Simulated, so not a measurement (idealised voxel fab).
The process module that follows is named voxel trench capacitor.
Pictured: cross-section cut, 285 nm wide, on a grid of 5 nm square cells.
A cross-section in this document is a grid of square cells, and it is written down as bands, the top band listed before the ones below it; a band is made up of one or more rows of cells.
It is stipulated that each band's entry specify, in nanometres, the height of the top of the band and then that of its bottom, followed by the materials of the band in left-to-right sequence, each together with its width in nanometres. A single material marked by the word "all across" is understood to fill the band from edge to edge; the word "blank" is understood to denote empty space.
Basically, 0 is our baseline, since under it the wafer straight out of the box is all one material. The bottom band has no lower end and keeps on going down, so it looks like "0..down".
Per-row width for "30..40": begins at first number (top row of band), ends at second number (bottom row), increment between rows held constant.
The designation "nothing altered", where it is given for a processing step, indicates that no cell of the cross-section was altered in the course of that step.
Reported under the label "Encapsulated voids" are the empty spaces having no open way to the top and comprising 8 cells or more; the notation for each is width x height at distance, in which the distance is measured from the left edge and all three values are in nm.
If you see something after the settings on a step's line, that's the simulator's own remark about that step.
overlay nm: how far to the right of its planned place the mask lay on this masked step (negative: to the left).

THE PROCESS STEPS THAT WERE PLANNED ARE LISTED BELOW
| 1 | RECEIVE: material Si |
| 2 | CONFORMAL_DEP: material SiN, thk nm 10 |
| 3 | DIRECTIONAL_DEP: material aC, thk nm 10 |
| 4 | PATTERN: tone open, mask id TRENCH, material resist, width nm 25, pitch nm 50, thk nm 30, overlay nm 0 |
| 5 | DIRECTIONAL_ETCH: etch materials aC, depth nm 10 |
| 6 | STRIP: etch materials resist |
| 7 | DIRECTIONAL_ETCH: etch materials SiN, depth nm 10 |
| 8 | DIRECTIONAL_ETCH: etch materials Si, depth nm 30 |
| 9 | STRIP: etch materials aC |
| 10 | CONFORMAL_DEP: material SiO2, thk nm 5 |
| 11 | FILL_DEP: material polySi, thk nm 10 |
| 12 | CMP: height nm 10 |

FIRST WAFER OUT OF TWO, PROCESSED AS PLANNED

AS RECEIVED, AFTER STEP 1
- 0..down  Si all across
- Encapsulated voids: none

AFTER STEP 2
- 10..0  SiN all across
- Below a height of 0, the structure has not been altered.

AFTER STEP 3
- 20..10  aC all across
- Below a height of 10, the structure has not been altered.

AFTER STEP 4
- 50..20  resist 105 / blank 25 / resist 25 / blank 25 / resist 105
- Below a height of 20, the structure has not been altered.

AFTER STEP 5
- 40..20  resist 105 / blank 25 / resist 25 / blank 25 / resist 105
- 20..10  aC 105 / blank 25 / aC 25 / blank 25 / aC 105
- Below a height of 10, the structure has not been altered.

AFTER STEP 6
- 20..10  aC 105 / blank 25 / aC 25 / blank 25 / aC 105
- Below a height of 10, the structure has not been altered.

AFTER STEP 7
- 20..10  aC 105 / blank 25 / aC 25 / blank 25 / aC 105
- 10..0  SiN 105 / blank 25 / SiN 25 / blank 25 / SiN 105
- Below a height of 0, the structure has not been altered.

AFTER STEP 8
- 20..10  aC 105 / blank 25 / aC 25 / blank 25 / aC 105
- 10..0  SiN 105 / blank 25 / SiN 25 / blank 25 / SiN 105
- 0..-30  Si 105 / blank 25 / Si 25 / blank 25 / Si 105
- Below a height of -30, the structure has not been altered.

AFTER STEP 9
- 10..0  SiN 105 / blank 25 / SiN 25 / blank 25 / SiN 105
- Below a height of 0, the structure has not been altered.

AFTER STEP 10
- 15..10  SiO2 110 / blank 15 / SiO2 35 / blank 15 / SiO2 110
- 10..0  SiN 105 / SiO2 5 / blank 15 / SiO2 5 / SiN 25 / SiO2 5 / blank 15 / SiO2 5 / SiN 105
- 0..-25  Si 105 / SiO2 5 / blank 15 / SiO2 5 / Si 25 / SiO2 5 / blank 15 / SiO2 5 / Si 105
- -25..-30  Si 105 / SiO2 25 / Si 25 / SiO2 25 / Si 105
- Below a height of -30, the structure has not been altered.

AFTER STEP 11
- 25..15  polySi all across
- 15..10  SiO2 110 / polySi 15 / SiO2 35 / polySi 15 / SiO2 110
- 10..0  SiN 105 / SiO2 5 / polySi 15 / SiO2 5 / SiN 25 / SiO2 5 / polySi 15 / SiO2 5 / SiN 105
- 0..-25  Si 105 / SiO2 5 / polySi 15 / SiO2 5 / Si 25 / SiO2 5 / polySi 15 / SiO2 5 / Si 105
- Below a height of -25, the structure has not been altered.

AFTER STEP 12
- 10..0  SiN 105 / SiO2 5 / polySi 15 / SiO2 5 / SiN 25 / SiO2 5 / polySi 15 / SiO2 5 / SiN 105
- Below a height of 0, the structure has not been altered.

REGARDING THE SECOND OF THE TWO WAFERS: IT SHARED THE FIRST WAFER'S STARTING CONDITION AND PROCESS PLAN, YET ONE ERROR OCCURRED DURING ITS EXECUTION. ITS HISTORY COINCIDES WITH THAT OF THE FIRST WAFER UP TO AND INCLUDING STEP 7

LOOK AT THE SECOND WAFER IN CROSS-SECTION AT THE TIME STEP 8 OUGHT TO HAVE FINISHED
- 20..10  aC 105 / blank 25 / aC 25 / blank 25 / aC 105
- 10..0  SiN 105 / blank 25 / SiN 25 / blank 25 / SiN 105
- 0..-60  Si 105 / blank 25 / Si 25 / blank 25 / Si 105
- Below a height of -60, the structure has not been altered.

LOOK AT THE SECOND WAFER IN CROSS-SECTION AT THE TIME STEP 9 OUGHT TO HAVE FINISHED
- 10..0  SiN 105 / blank 25 / SiN 25 / blank 25 / SiN 105
- Below a height of 0, the structure has not been altered.

LOOK AT THE SECOND WAFER IN CROSS-SECTION AT THE TIME STEP 10 OUGHT TO HAVE FINISHED
- 15..10  SiO2 110 / blank 15 / SiO2 35 / blank 15 / SiO2 110
- 10..0  SiN 105 / SiO2 5 / blank 15 / SiO2 5 / SiN 25 / SiO2 5 / blank 15 / SiO2 5 / SiN 105
- 0..-55  Si 105 / SiO2 5 / blank 15 / SiO2 5 / Si 25 / SiO2 5 / blank 15 / SiO2 5 / Si 105
- -55..-60  Si 105 / SiO2 25 / Si 25 / SiO2 25 / Si 105
- Below a height of -60, the structure has not been altered.

LOOK AT THE SECOND WAFER IN CROSS-SECTION AT THE TIME STEP 11 OUGHT TO HAVE FINISHED
- 25..15  polySi all across
- 15..10  SiO2 110 / polySi 15 / SiO2 35 / polySi 15 / SiO2 110
- 10..0  SiN 105 / SiO2 5 / polySi 15 / SiO2 5 / SiN 25 / SiO2 5 / polySi 15 / SiO2 5 / SiN 105
- 0..-55  Si 105 / SiO2 5 / polySi 15 / SiO2 5 / Si 25 / SiO2 5 / polySi 15 / SiO2 5 / Si 105
- Below a height of -55, the structure has not been altered.

LOOK AT THE SECOND WAFER IN CROSS-SECTION AT THE TIME STEP 12 OUGHT TO HAVE FINISHED
- 10..0  SiN 105 / SiO2 5 / polySi 15 / SiO2 5 / SiN 25 / SiO2 5 / polySi 15 / SiO2 5 / SiN 105
- Below a height of 0, the structure has not been altered.
Diagnosis: execution of plan step 8 occurred twice
Heads up, by the end the second wafer has more or fewer cells of some materials compared to the first: 60 fewer of Si | 24 more of SiO2 | 36 more of polySi
